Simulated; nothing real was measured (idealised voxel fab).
The process module presented herein is designated voxel wiring stack.
The width of the displayed cross-section, cut, is 195 nm; its cells are square, with a size of 5 nm.
Format of a cross-section: grid, square cells. Given as bands. Order: top down. Band: one or more rows of cells.
The band entry comprises the height of the band's top followed by the height of its bottom, expressed in nm, and subsequently the band's materials from left to right, each stated together with its width in nm. Where a single material is marked with the word "all across", that material fills the band from edge to edge. The word "air" represents empty space.
Height is counted from the level 0, under which the received wafer is composed throughout of one material. The lowest of the bands is not closed at the bottom but continues downward, in the notation "z 0 and below".
Width spec "30 to 40" -> top row of cells at first value, bottom row at second value, equal per-row change in between.
Reading "nothing changed" for a step: not a cell of the cross-section changed in it.
The entry titled "Closed void catalog" provides the empty spaces that have no open way to the top, restricted to those of 8 cells or more. Each is presented as width x height at distance, the distance being measured from the left edge, with all three in nm.
Read whatever lies past the settings on a step's line as the simulator's own remark about the step.
overlay nm: for a step with a mask, the amount by which the mask lay right of where it was planned; a negative amount means left of it.
**List of planned process steps**
| 1 | RECEIVE [material Si] |
| 2 | CONFORMAL_DEP [material SiO2] [thk nm 15] |
| 3 | CONFORMAL_DEP [material SiCN] [thk nm 5] |
| 4 | DIRECTIONAL_DEP [material SiO2] [thk nm 20] |
| 5 | MASKED_ETCH [tone open] [mask id METAL_1] [width nm 20] [pitch nm 45] [etch materials SiO2] [depth nm 20] [overlay nm 0] |
| 6 | MASKED_ETCH [tone open] [mask id METAL_1] [width nm 30] [pitch nm 45] [etch materials SiCN] [depth nm 5] [overlay nm 0] |
| 7 | CONFORMAL_DEP [material TiN] [thk nm 5] |
| 8 | FILL_DEP [material W] [thk nm 10] |
| 9 | CMP [height nm 40] |
| 10 | CONFORMAL_DEP [material SiCN] [thk nm 5] |
| 11 | DIRECTIONAL_DEP [material SiO2] [thk nm 15] |
| 12 | MASKED_ETCH [tone open] [mask id PLUG_1] [width nm 15] [pitch nm 45] [etch materials SiO2] [depth nm 15] [overlay nm 0] |
| 13 | MASKED_ETCH [tone open] [mask id PLUG_1] [width nm 15] [pitch nm 45] [etch materials SiCN] [depth nm 5] [overlay nm 0] |
| 14 | CONFORMAL_DEP [material TiN] [thk nm 5] |
| 15 | FILL_DEP [material Cu] [thk nm 10] |
| 16 | CMP [height nm 60] |
| 17 | CONFORMAL_DEP [material SiCN] [thk nm 5] |
| 18 | DIRECTIONAL_DEP [material lowk] [thk nm 25] |
| 19 | DIRECTIONAL_DEP [material aC] [thk nm 10] |
| 20 | PATTERN [tone open] [mask id METAL_2] [material resist] [width nm 30] [pitch nm 45] [thk nm 30] [overlay nm 0] |
| 21 | DIRECTIONAL_ETCH [etch materials aC] [depth nm 10] |
| 22 | STRIP [etch materials resist] |
| 23 | DIRECTIONAL_ETCH [etch materials lowk] [depth nm 25] |
| 24 | DIRECTIONAL_ETCH [etch materials SiCN] [depth nm 5] |
| 25 | STRIP [etch materials aC] |
| 26 | CONFORMAL_DEP [material TiN] [thk nm 5] |
| 27 | FILL_DEP [material Ru] [thk nm 10] |
| 28 | CMP [height nm 90] |
| 29 | CONFORMAL_DEP [material SiCN] [thk nm 5] |
The width nm used in step 5 is not the same on every wafer, whereas the starting condition is; the value printed in the plan is the first wafer's.
**Cross-section of the first incoming wafer of several, state after step 1**
	z 0 and below | Si all across
	Closed void catalog: none
**Every row in this table is a wafer at the end of the module, and it gives, for each of the materials, the cells that wafer has gained (+) or lost (-) since it was received, then its closed voids**
width nm 20, +6 Cu, +40 Ru, +130 SiCN, +340 SiO2, +74 TiN, +16 W, +135 lowk, Closed void catalog: none
width nm 25, +6 Cu, +40 Ru, +128 SiCN, +332 SiO2, +76 TiN, +24 W, +135 lowk, Closed void catalog: none
width nm 30, +6 Cu, +40 Ru, +126 SiCN, +324 SiO2, +78 TiN, +32 W, +135 lowk, Closed void catalog: none
